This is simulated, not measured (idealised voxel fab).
process module | voxel wiring stack
cross-section cut | 220 nm wide | cells 5 nm
A cross-section is a grid of square cells, given in bands from the top down. A band is one or more rows of cells.
Each band's line starts with the height of the band's top and of its bottom, in nm. Then come its materials from left to right, each with its width in nm. One material with "throughout" fills the band from edge to edge. "air" is empty space.
Height 0 is the level under which the wafer as received is all one material. The lowest band goes on downwards, as in "0 down".
A width such as "30 to 40" changes by the same amount from each row of cells to the next, from the band's top row to its bottom row.
"no change" after a step means that no cell of the cross-section changed.
closed voids: empty space of 8 cells or more with no open way to the top, each as width x height at its distance from the left edge, in nm
after a step's settings: what the simulator itself notes on the step
overlay nm, on a step with a mask: how far to the right of its planned place the mask lay; to the left if negative
Each pair below shows a cross-section before one step and the cross-section after it, down to the lowest band that changed. The line under each pair gives the step between them, with its settings. The pairs can come from different runs of this module on the same starting wafer, so a pair continues from the pair above only where its "before" says so.
before
  105 to 90: SiO2 70 | TiN 5 | Ru 20 | TiN 5 | SiO2 15 | TiN 5 | Ru 20 | TiN 5 | SiO2 75
  90 to 85: SiCN 70 | TiN 30 | SiCN 15 | TiN 30 | SiCN 75
  85 to 75: lowk 80 | TiN 5 | W 5 | TiN 5 | lowk 125
  75 to 70: SiCN 80 | TiN 15 | SiCN 125
  70 to 60: lowk 70 | TiN 5 | Ru 20 | TiN 5 | lowk 15 | TiN 5 | Ru 20 | TiN 5 | lowk 75
  60 to 55: lowk 70 | TiN 5 | Ru 5 | TiN 20 | lowk 15 | TiN 30 | lowk 75
  55 to 40: lowk 70 | TiN 5 | Ru 5 | TiN 5 | lowk 135
  40 to 35: SiCN 70 | TiN 15 | SiCN 135
  35 to 15: SiO2 65 | SiCN 5 | Ru 30 | SiCN 5 | SiO2 5 | SiCN 5 | Ru 30 | SiCN 5 | SiO2 70
  15 to 10: SiCN 70 | TiN 30 | SiCN 15 | TiN 30 | SiCN 75
  10 to 0: SiO2 throughout
  0 down: Si throughout
  closed voids: none
after
  110 to 105: air 65 | Ru 40 | air 5 | Ru 40 | air 70
  below 105: unchanged
  closed voids: none
the step between: op EPI | material Ru | thk nm 5
before: the cross-section after the pair above
after
  115 to 110: SiCN throughout
  110 to 105: SiCN 65 | Ru 40 | SiCN 5 | Ru 40 | SiCN 70
  below 105: unchanged
  closed voids: none
the step between: op FILL_DEP | material SiCN | thk nm 5
before
  75 to 70: TiN 75 | air 20 | TiN 25 | air 20 | TiN 80
  70 to 60: lowk 70 | TiN 5 | air 20 | TiN 5 | lowk 15 | TiN 5 | air 20 | TiN 5 | lowk 75
  60 to 55: lowk 70 | TiN 5 | air 5 | TiN 20 | lowk 15 | TiN 30 | lowk 75
  55 to 40: lowk 70 | TiN 5 | air 5 | TiN 5 | lowk 135
  40 to 35: SiCN 70 | TiN 15 | SiCN 135
  35 to 15: SiO2 65 | SiCN 5 | Ru 30 | SiCN 5 | SiO2 5 | SiCN 5 | Ru 30 | SiCN 5 | SiO2 70
  15 to 10: SiCN 70 | TiN 30 | SiCN 15 | TiN 30 | SiCN 75
  10 to 0: SiO2 throughout
  0 down: Si throughout
  closed voids: none
after
  85 to 75: SiCN throughout
  75 to 70: TiN 75 | SiCN 20 | TiN 25 | SiCN 20 | TiN 80
  70 to 60: lowk 70 | TiN 5 | SiCN 20 | TiN 5 | lowk 15 | TiN 5 | SiCN 20 | TiN 5 | lowk 75
  60 to 55: lowk 70 | TiN 5 | SiCN 5 | TiN 20 | lowk 15 | TiN 30 | lowk 75
  55 to 40: lowk 70 | TiN 5 | SiCN 5 | TiN 5 | lowk 135
  below 40: unchanged
  closed voids: none
the step between: op FILL_DEP | material SiCN | thk nm 10
before: the cross-section after the pair above
after
  70 to 60: lowk 70 | TiN 5 | SiCN 20 | TiN 5 | lowk 15 | TiN 5 | SiCN 20 | TiN 5 | lowk 75
  below 60: unchanged
  closed voids: none
the step between: op CMP | height nm 70
before: the cross-section after the pair above
after
  75 to 70: SiCN throughout
  below 70: unchanged
  closed voids: none
the step between: op CONFORMAL_DEP | material SiCN | thk nm 5
before: the cross-section after the pair above
after
  85 to 75: lowk throughout
  below 75: unchanged
  closed voids: none
the step between: op DIRECTIONAL_DEP | material lowk | thk nm 10
before: the cross-section after the pair above
after
  105 to 85: resist 70 | air 15 | resist 135
  below 85: unchanged
  closed voids: none
the step between: op PATTERN | tone open | mask id PLUG_2 | material resist | width nm 15 | thk nm 20 | overlay nm 0
before: the cross-section after the pair above
after
  105 to 85: resist 70 | air 15 | resist 135
  85 to 75: lowk 70 | air 15 | lowk 135
  below 75: unchanged
  closed voids: none
the step between: op DIRECTIONAL_ETCH | etch materials lowk | depth nm 10
before: the cross-section after the pair above
after
  105 to 85: resist 70 | air 15 | resist 135
  85 to 75: lowk 70 | air 15 | lowk 135
  75 to 70: SiCN 70 | air 15 | SiCN 135
  below 70: unchanged
  closed voids: none
the step between: op DIRECTIONAL_ETCH | etch materials SiCN | depth nm 5
before: the cross-section after the pair above
after
  85 to 75: lowk 70 | air 15 | lowk 135
  below 75: unchanged
  closed voids: none
the step between: op STRIP | etch materials resist
before: the cross-section after the pair above
after
  90 to 85: TiN 75 | air 5 | TiN 140
  85 to 75: lowk 70 | TiN 5 | air 5 | TiN 5 | lowk 135
  75 to 70: SiCN 70 | TiN 15 | SiCN 135
  below 70: unchanged
  closed voids: none
the step between: op CONFORMAL_DEP | material TiN | thk nm 5
before: the cross-section after the pair above
after
  95 to 90: W throughout
  90 to 85: TiN 75 | W 5 | TiN 140
  85 to 75: lowk 70 | TiN 5 | W 5 | TiN 5 | lowk 135
  below 75: unchanged
  closed voids: none
the step between: op FILL_DEP | material W | thk nm 5
before: the cross-section after the pair above
after
  85 to 75: lowk 70 | TiN 5 | W 5 | TiN 5 | lowk 135
  below 75: unchanged
  closed voids: none
the step between: op CMP | height nm 85
before: the cross-section after the pair above
after
  90 to 85: SiCN throughout
  below 85: unchanged
  closed voids: none
the step between: op CONFORMAL_DEP | material SiCN | thk nm 5
before: the cross-section after the pair above
after
  105 to 90: SiO2 throughout
  below 90: unchanged
  closed voids: none
the step between: op DIRECTIONAL_DEP | material SiO2 | thk nm 15
before: the cross-section after the pair above
after
  120 to 105: resist 70 | air 30 | resist 15 | air 30 | resist 75
  below 105: unchanged
  closed voids: none
the step between: op PATTERN | tone open | mask id METAL_3 | material resist | width nm 30 | pitch nm 45 | thk nm 15 | overlay nm 0
before: the cross-section after the pair above
after
  120 to 105: resist 70 | air 30 | resist 15 | air 30 | resist 75
  105 to 90: SiO2 70 | air 30 | SiO2 15 | air 30 | SiO2 75
  below 90: unchanged
  closed voids: none
the step between: op DIRECTIONAL_ETCH | etch materials SiO2 | depth nm 15
before: the cross-section after the pair above
after
  120 to 105: resist 70 | air 30 | resist 15 | air 30 | resist 75
  105 to 90: SiO2 70 | air 30 | SiO2 15 | air 30 | SiO2 75
  90 to 85: SiCN 70 | air 30 | SiCN 15 | air 30 | SiCN 75
  below 85: unchanged
  closed voids: none
the step between: op DIRECTIONAL_ETCH | etch materials SiCN | depth nm 5
before: the cross-section after the pair above
after
  105 to 90: SiO2 70 | air 30 | SiO2 15 | air 30 | SiO2 75
  below 90: unchanged
  closed voids: none
the step between: op STRIP | etch materials resist
before: the cross-section after the pair above
after
  110 to 105: TiN 75 | air 20 | TiN 25 | air 20 | TiN 80
  105 to 90: SiO2 70 | TiN 5 | air 20 | TiN 5 | SiO2 15 | TiN 5 | air 20 | TiN 5 | SiO2 75
  90 to 85: SiCN 70 | TiN 30 | SiCN 15 | TiN 30 | SiCN 75
  below 85: unchanged
  closed voids: none
the step between: op CONFORMAL_DEP | material TiN | thk nm 5
before: the cross-section after the pair above
after
  115 to 110: Ru throughout
  110 to 105: TiN 75 | Ru 20 | TiN 25 | Ru 20 | TiN 80
  105 to 90: SiO2 70 | TiN 5 | Ru 20 | TiN 5 | SiO2 15 | TiN 5 | Ru 20 | TiN 5 | SiO2 75
  below 90: unchanged
  closed voids: none
the step between: op FILL_DEP | material Ru | thk nm 5
before: the cross-section after the pair above
after
  105 to 90: SiO2 70 | TiN 5 | Ru 20 | TiN 5 | SiO2 15 | TiN 5 | Ru 20 | TiN 5 | SiO2 75
  below 90: unchanged
  closed voids: none
the step between: op CMP | height nm 105
before: the cross-section after the pair above
after
  110 to 105: air 65 | Ru 40 | air 5 | Ru 40 | air 70
  below 105: unchanged
  closed voids: none
the step between: op EPI | material Ru | thk nm 5
before: the cross-section after the pair above
after
  115 to 110: SiCN throughout
  110 to 105: SiCN 65 | Ru 40 | SiCN 5 | Ru 40 | SiCN 70
  below 105: unchanged
  closed voids: none
the step between: op FILL_DEP | material SiCN | thk nm 5
before
  85 to 75: lowk throughout
  75 to 70: SiCN throughout
  70 to 60: lowk 70 | TiN 5 | Ru 20 | TiN 5 | lowk 15 | TiN 5 | Ru 20 | TiN 5 | lowk 75
  60 to 55: lowk 70 | TiN 5 | Ru 5 | TiN 20 | lowk 15 | TiN 30 | lowk 75
  55 to 40: lowk 70 | TiN 5 | Ru 5 | TiN 5 | lowk 135
  40 to 35: SiCN 70 | TiN 15 | SiCN 135
  35 to 15: SiO2 65 | SiCN 5 | Ru 30 | SiCN 5 | SiO2 5 | SiCN 5 | Ru 30 | SiCN 5 | SiO2 70
  15 to 10: SiCN 70 | TiN 30 | SiCN 15 | TiN 30 | SiCN 75
  10 to 0: SiO2 throughout
  0 down: Si throughout
  closed voids: none
after
  105 to 85: air 70 | resist 15 | air 135
  below 85: unchanged
  closed voids: none
the step between: op PATTERN | tone cover | mask id PLUG_2 | material resist | width nm 15 | thk nm 20 | overlay nm 0
before: the cross-section after the pair above
after
  105 to 85: air 70 | resist 15 | air 135
  85 to 75: air 70 | lowk 15 | air 135
  below 75: unchanged
  closed voids: none
the step between: op DIRECTIONAL_ETCH | etch materials lowk | depth nm 10
before: the cross-section after the pair above
after
  105 to 85: air 70 | resist 15 | air 135
  85 to 75: air 70 | lowk 15 | air 135
  75 to 70: air 70 | SiCN 15 | air 135
  below 70: unchanged
  closed voids: none
the step between: op DIRECTIONAL_ETCH | etch materials SiCN | depth nm 5
before: the cross-section after the pair above
after
  85 to 75: air 70 | lowk 15 | air 135
  below 75: unchanged
  closed voids: none
the step between: op STRIP | etch materials resist
before: the cross-section after the pair above
after
  90 to 85: air 65 | TiN 25 | air 130
  85 to 75: air 65 | TiN 5 | lowk 15 | TiN 5 | air 130
  75 to 70: TiN 70 | SiCN 15 | TiN 135
  below 70: unchanged
  closed voids: none
the step between: op CONFORMAL_DEP | material TiN | thk nm 5
before: the cross-section after the pair above
after
  95 to 90: W throughout
  90 to 85: W 65 | TiN 25 | W 130
  85 to 75: W 65 | TiN 5 | lowk 15 | TiN 5 | W 130
  below 75: unchanged
  closed voids: none
the step between: op FILL_DEP | material W | thk nm 5
before: the cross-section after the pair above
after
  85 to 75: W 65 | TiN 5 | lowk 15 | TiN 5 | W 130
  below 75: unchanged
  closed voids: none
the step between: op CMP | height nm 85
before: the cross-section after the pair above
after
  90 to 85: SiCN throughout
  below 85: unchanged
  closed voids: none
the step between: op CONFORMAL_DEP | material SiCN | thk nm 5
before: the cross-section after the pair above
after
  105 to 90: SiO2 throughout
  below 90: unchanged
  closed voids: none
the step between: op DIRECTIONAL_DEP | material SiO2 | thk nm 15
before: the cross-section after the pair above
after
  120 to 105: resist 70 | air 30 | resist 15 | air 30 | resist 75
  below 105: unchanged
  closed voids: none
the step between: op PATTERN | tone open | mask id METAL_3 | material resist | width nm 30 | pitch nm 45 | thk nm 15 | overlay nm 0
before: the cross-section after the pair above
after
  120 to 105: resist 70 | air 30 | resist 15 | air 30 | resist 75
  105 to 90: SiO2 70 | air 30 | SiO2 15 | air 30 | SiO2 75
  below 90: unchanged
  closed voids: none
the step between: op DIRECTIONAL_ETCH | etch materials SiO2 | depth nm 15
before: the cross-section after the pair above
after
  120 to 105: resist 70 | air 30 | resist 15 | air 30 | resist 75
  105 to 90: SiO2 70 | air 30 | SiO2 15 | air 30 | SiO2 75
  90 to 85: SiCN 70 | air 30 | SiCN 15 | air 30 | SiCN 75
  below 85: unchanged
  closed voids: none
the step between: op DIRECTIONAL_ETCH | etch materials SiCN | depth nm 5
before: the cross-section after the pair above
after
  105 to 90: SiO2 70 | air 30 | SiO2 15 | air 30 | SiO2 75
  below 90: unchanged
  closed voids: none
the step between: op STRIP | etch materials resist
before: the cross-section after the pair above
after
  110 to 105: TiN 75 | air 20 | TiN 25 | air 20 | TiN 80
  105 to 90: SiO2 70 | TiN 5 | air 20 | TiN 5 | SiO2 15 | TiN 5 | air 20 | TiN 5 | SiO2 75
  90 to 85: SiCN 70 | TiN 30 | SiCN 15 | TiN 30 | SiCN 75
  below 85: unchanged
  closed voids: none
the step between: op CONFORMAL_DEP | material TiN | thk nm 5
before: the cross-section after the pair above
after
  115 to 110: Ru throughout
  110 to 105: TiN 75 | Ru 20 | TiN 25 | Ru 20 | TiN 80
  105 to 90: SiO2 70 | TiN 5 | Ru 20 | TiN 5 | SiO2 15 | TiN 5 | Ru 20 | TiN 5 | SiO2 75
  below 90: unchanged
  closed voids: none
the step between: op FILL_DEP | material Ru | thk nm 5
before: the cross-section after the pair above
after
  105 to 90: SiO2 70 | TiN 5 | Ru 20 | TiN 5 | SiO2 15 | TiN 5 | Ru 20 | TiN 5 | SiO2 75
  below 90: unchanged
  closed voids: none
the step between: op CMP | height nm 105
before: the cross-section after the pair above
after
  110 to 105: air 65 | Ru 40 | air 5 | Ru 40 | air 70
  below 105: unchanged
  closed voids: none
the step between: op EPI | material Ru | thk nm 5
before: the cross-section after the pair above
after
  115 to 110: SiCN throughout
  110 to 105: SiCN 65 | Ru 40 | SiCN 5 | Ru 40 | SiCN 70
  below 105: unchanged
  closed voids: none
the step between: op FILL_DEP | material SiCN | thk nm 5
